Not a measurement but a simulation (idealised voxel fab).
process module | voxel wiring stack
cross-section cut | 205 nm wide | cells 5 nm
A cross-section is a grid of square cells, given in bands from the top down. A band is one or more rows of cells.
Each band's line starts with the height of the band's top and of its bottom, in nm. Then come its materials from left to right, each with its width in nm. One material with "throughout" fills the band from edge to edge. "air" is empty space.
Height 0 is the level under which the wafer as received is all one material. The lowest band goes on downwards, as in "0 down".
A width such as "30 to 40" changes by the same amount from each row of cells to the next, from the band's top row to its bottom row.
"no change" after a step means that no cell of the cross-section changed.
closed voids: empty space of 8 cells or more with no open way to the top, each as width x height at its distance from the left edge, in nm
after a step's settings: what the simulator itself notes on the step
overlay nm, on a step with a mask: how far to the right of its planned place the mask lay; to the left if negative
plan
1 op RECEIVE | material Si
2 op CONFORMAL_DEP | material SiO2 | thk nm 10
3 op CONFORMAL_DEP | material SiCN | thk nm 5
4 op DIRECTIONAL_DEP | material SiO2 | thk nm 25
5 op PATTERN | tone open | mask id METAL_1 | material resist | width nm 25 | pitch nm 40 | thk nm 15 | overlay nm 0
6 op DIRECTIONAL_ETCH | etch materials SiO2 | depth nm 25
7 op DIRECTIONAL_ETCH | etch materials SiCN | depth nm 5
8 op STRIP | etch materials resist
9 op CONFORMAL_DEP | material TiN | thk nm 5
10 op FILL_DEP | material Cu | thk nm 5
11 op CMP | height nm 40
12 op EPI | material Ru | thk nm 5
13 op FILL_DEP | material SiCN | thk nm 5
14 op DIRECTIONAL_DEP | material SiO2 | thk nm 10
15 op MASKED_ETCH | tone open | mask id PLUG_1 | width nm 15 | pitch nm 40 | etch materials SiO2 | depth nm 10 | overlay nm 0
16 op MASKED_ETCH | tone open | mask id PLUG_1 | width nm 15 | pitch nm 40 | etch materials SiCN | depth nm 5 | overlay nm 0
17 op EPI | material Ru | thk nm 10
18 op EPI | material Ru | thk nm 5
19 op CONFORMAL_DEP | material SiN | thk nm 5
20 op DIRECTIONAL_DEP | material SiO2 | thk nm 25
21 op MASKED_ETCH | tone open | mask id METAL_2 | width nm 25 | pitch nm 40 | etch materials SiO2 | depth nm 25 | overlay nm 0
22 op MASKED_ETCH | tone open | mask id METAL_2 | width nm 25 | pitch nm 40 | etch materials SiN | depth nm 5 | overlay nm 0
23 op CONFORMAL_DEP | material TiN | thk nm 5
24 op FILL_DEP | material Cu | thk nm 5
25 op CMP | height nm 90
26 op CONFORMAL_DEP | material SiCN | thk nm 5
27 op DIRECTIONAL_DEP | material lowk | thk nm 15
28 op MASKED_ETCH | tone open | mask id PLUG_2 | width nm 15 | pitch nm 40 | etch materials lowk | depth nm 15 | overlay nm 0
29 op MASKED_ETCH | tone open | mask id PLUG_2 | width nm 15 | pitch nm 40 | etch materials SiCN | depth nm 5 | overlay nm 0
30 op EPI | material Ru | thk nm 10
31 op EPI | material Ru | thk nm 10
32 op CONFORMAL_DEP | material SiCN | thk nm 5
33 op DIRECTIONAL_DEP | material lowk | thk nm 20
34 op DIRECTIONAL_DEP | material aC | thk nm 15
35 op PATTERN | tone open | mask id METAL_3 | material resist | width nm 25 | pitch nm 40 | thk nm 35 | overlay nm 0
36 op DIRECTIONAL_ETCH | etch materials aC | depth nm 15
37 op STRIP | etch materials resist
38 op DIRECTIONAL_ETCH | etch materials lowk | depth nm 20
39 op DIRECTIONAL_ETCH | etch materials SiCN | depth nm 5
40 op STRIP | etch materials aC
41 op CONFORMAL_DEP | material TiN | thk nm 5
42 op FILL_DEP | material Cu | thk nm 10
43 op CMP | height nm 135
44 op CONFORMAL_DEP | material SiN | thk nm 5
as received, after step 1
  0 down: Si throughout
  closed voids: none
first wafer at the end, as planned
  140 to 135: SiN throughout
  135 to 115: lowk 30 | TiN 5 | Cu 15 | TiN 5 | lowk 15 | TiN 5 | Cu 15 | TiN 5 | lowk 15 | TiN 5 | Cu 15 | TiN 5 | lowk 15 | TiN 5 | Cu 15 | TiN 5 | lowk 30
  115 to 110: SiCN 30 | TiN 25 | SiCN 15 | TiN 25 | SiCN 15 | TiN 25 | SiCN 15 | TiN 25 | SiCN 30
  110 to 95: lowk 30 | Ru 15 | lowk 25 | Ru 15 | lowk 25 | Ru 15 | lowk 25 | Ru 15 | lowk 40
  95 to 90: SiCN 30 | Ru 15 | SiCN 25 | Ru 15 | SiCN 25 | Ru 15 | SiCN 25 | Ru 15 | SiCN 40
  90 to 65: SiO2 30 | TiN 5 | Cu 15 | TiN 5 | SiO2 15 | TiN 5 | Cu 15 | TiN 5 | SiO2 15 | TiN 5 | Cu 15 | TiN 5 | SiO2 15 | TiN 5 | Cu 15 | TiN 5 | SiO2 30
  65 to 60: SiN 30 | TiN 25 | SiN 15 | TiN 25 | SiN 15 | TiN 25 | SiN 15 | TiN 25 | SiN 30
  60 to 50: SiO2 30 | Ru 15 | SiO2 25 | Ru 15 | SiO2 25 | Ru 15 | SiO2 25 | Ru 15 | SiO2 40
  50 to 40: SiCN 30 to 25 | Ru 15 to 35 | SiCN 25 to 5 | Ru 15 to 35 | SiCN 25 to 5 | Ru 15 to 35 | SiCN 25 to 5 | Ru 15 to 35 | SiCN 40 to 25
  40 to 15: SiO2 30 | TiN 5 | Cu 15 | TiN 5 | SiO2 15 | TiN 5 | Cu 15 | TiN 5 | SiO2 15 | TiN 5 | Cu 15 | TiN 5 | SiO2 15 | TiN 5 | Cu 15 | TiN 5 | SiO2 30
  15 to 10: SiCN 30 | TiN 25 | SiCN 15 | TiN 25 | SiCN 15 | TiN 25 | SiCN 15 | TiN 25 | SiCN 30
  10 to 0: SiO2 throughout
  0 down: Si throughout
  closed voids: none
second wafer at the end: like start, like plan, one mistake
  140 to 135: SiN throughout
  135 to 115: lowk 30 | TiN 5 | Cu 15 | TiN 5 | lowk 15 | TiN 5 | Cu 15 | TiN 5 | lowk 15 | TiN 5 | Cu 15 | TiN 5 | lowk 15 | TiN 5 | Cu 15 | TiN 5 | lowk 30
  115 to 110: SiCN 30 | TiN 25 | SiCN 15 | TiN 25 | SiCN 15 | TiN 25 | SiCN 15 | TiN 25 | SiCN 30
  110 to 95: lowk 30 | Ru 15 | lowk 25 | Ru 15 | lowk 25 | Ru 15 | lowk 25 | Ru 15 | lowk 40
  95 to 90: SiCN 30 | Ru 15 | SiCN 25 | Ru 15 | SiCN 25 | Ru 15 | SiCN 25 | Ru 15 | SiCN 40
  90 to 65: SiO2 30 | TiN 5 | SiN 15 | TiN 5 | SiO2 15 | TiN 5 | SiN 15 | TiN 5 | SiO2 15 | TiN 5 | SiN 15 | TiN 5 | SiO2 15 | TiN 5 | SiN 15 | TiN 5 | SiO2 30
  65 to 60: SiN 30 | TiN 25 | SiN 15 | TiN 25 | SiN 15 | TiN 25 | SiN 15 | TiN 25 | SiN 30
  60 to 50: SiO2 30 | Ru 15 | SiO2 25 | Ru 15 | SiO2 25 | Ru 15 | SiO2 25 | Ru 15 | SiO2 40
  50 to 40: SiCN 30 to 25 | Ru 15 to 35 | SiCN 25 to 5 | Ru 15 to 35 | SiCN 25 to 5 | Ru 15 to 35 | SiCN 25 to 5 | Ru 15 to 35 | SiCN 40 to 25
  40 to 15: SiO2 30 | TiN 5 | Cu 15 | TiN 5 | SiO2 15 | TiN 5 | Cu 15 | TiN 5 | SiO2 15 | TiN 5 | Cu 15 | TiN 5 | SiO2 15 | TiN 5 | Cu 15 | TiN 5 | SiO2 30
  15 to 10: SiCN 30 | TiN 25 | SiCN 15 | TiN 25 | SiCN 15 | TiN 25 | SiCN 15 | TiN 25 | SiCN 30
  10 to 0: SiO2 throughout
  0 down: Si throughout
  closed voids: none
what went wrong: step 24 ran as: op FILL_DEP | material SiN | thk nm 5
at the end the second wafer has, in cells: 60 fewer of Cu | 60 more of SiN
